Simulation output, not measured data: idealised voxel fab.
Process module, titled voxel released beams
This is section cut - it's 175 nm across, gridded in 5 nm square cells.
This document writes a cross-section as a grid whose cells are square, and gives it as bands, listed from the top down; one or more rows of cells form a band. In this notation a band is specified by the heights of its top and bottom, in that order and in nm, after which its materials appear from left to right, each paired with its width in nm. The word "throughout" attached to a single material means that material fills the band from edge to edge; the word "empty" stands for empty space. Ref level 0: as-received wafer is one material below here. Bottom band extends down with no lower bound ("0 and below"). A width given as "30..40" starts at the first number in the band's top row and ends at the second number in its bottom row, shifting by an equal amount at every step from row to row. When a step is marked "nothing was modified", none of the cells in the cross-section changed during that step. For the entry "Closed void entries", the listed items are empty spaces with no open way to the top whose size is 8 cells or more; each item follows the pattern width x height at distance, where distance is from the left edge and all three are in nm. Past the settings on a step's line: simulator remark, on that step. What "overlay nm" on a step's line means: if the step has a mask, that mask lay this far to the right of its planned place, or, when the value is negative, to the left.
Plan:
1) RECEIVE,material Si
2) CONFORMAL_DEP,material SiN,thk nm 10
3) DIRECTIONAL_DEP,material SiO2,thk nm 20
4) MASKED_ETCH,tone open,mask id ANCHOR,width nm 35,etch materials SiO2,depth nm 20,overlay nm 0
5) CONFORMAL_DEP,material W,thk nm 10
6) MASKED_ETCH,tone cover,mask id BEAM,width nm 110,etch materials W,depth nm 10,overlay nm 0
7) STRIP,etch materials SiO2
The first of the two wafers, which ran as planned:
Delivered wafer in cross-section: state after step 1:
> 0 and below: Si throughout
> Closed void entries: none
How the wafer stands in section after step 2:
> 10 down to 0: SiN throughout
> Heights below 0 show no change.
How the wafer stands in section after step 3:
> 30 down to 10: SiO2 throughout
> Heights below 10 show no change.
How the wafer stands in section after step 4:
> 30 down to 10: SiO2=35  empty=35  SiO2=105
> Heights below 10 show no change.
How the wafer stands in section after step 5:
> 40 down to 30: W=45  empty=15  W=115
> 30 down to 20: SiO2=35  W=10  empty=15  W=10  SiO2=105
> 20 down to 10: SiO2=35  W=35  SiO2=105
> Heights below 10 show no change.
How the wafer stands in section after step 6:
> 40 down to 30: empty=30  W=15  empty=15  W=80  empty=35
> Heights below 30 show no change.
How the wafer stands in section after step 7:
> 40 down to 30: empty=30  W=15  empty=15  W=80  empty=35
> 30 down to 20: empty=35  W=10  empty=15  W=10  empty=105
> 20 down to 10: empty=35  W=35  empty=105
> Heights below 10 show no change.
Regarding the second of the two wafers: it shared the first wafer's starting condition and process plan, yet one error occurred during its execution. Its history coincides with that of the first wafer up to and including step 3:
Second wafer at the planned finish of step 4, seen in cross-section:
> 30 down to 10: SiO2=35  empty=35  SiO2=105
> Heights below 10 show no change.
Second wafer at the planned finish of step 5, seen in cross-section:
> 40 down to 30: W=45  empty=15  W=115
> 30 down to 20: SiO2=35  W=10  empty=15  W=10  SiO2=105
> 20 down to 10: SiO2=35  W=35  SiO2=105
> Heights below 10 show no change.
Second wafer at the planned finish of step 6, seen in cross-section:
> 40 down to 30: empty=30  W=15  empty=15  W=80  empty=35
> Heights below 30 show no change.
Second wafer at the planned finish of step 7, seen in cross-section:
> 40 down to 30: empty=30  W=15  empty=15  W=80  empty=35
> 30 down to 20: empty=35  W=10  empty=15  W=10  empty=105
> 20 down to 10: empty=35  W=35  empty=105
> Heights below 10 show no change.
what went wrong: step 4 was run twice
It should be noted that the final cross-sections of the two wafers coincide, and the mistake therefore has no effect on the output of this model.
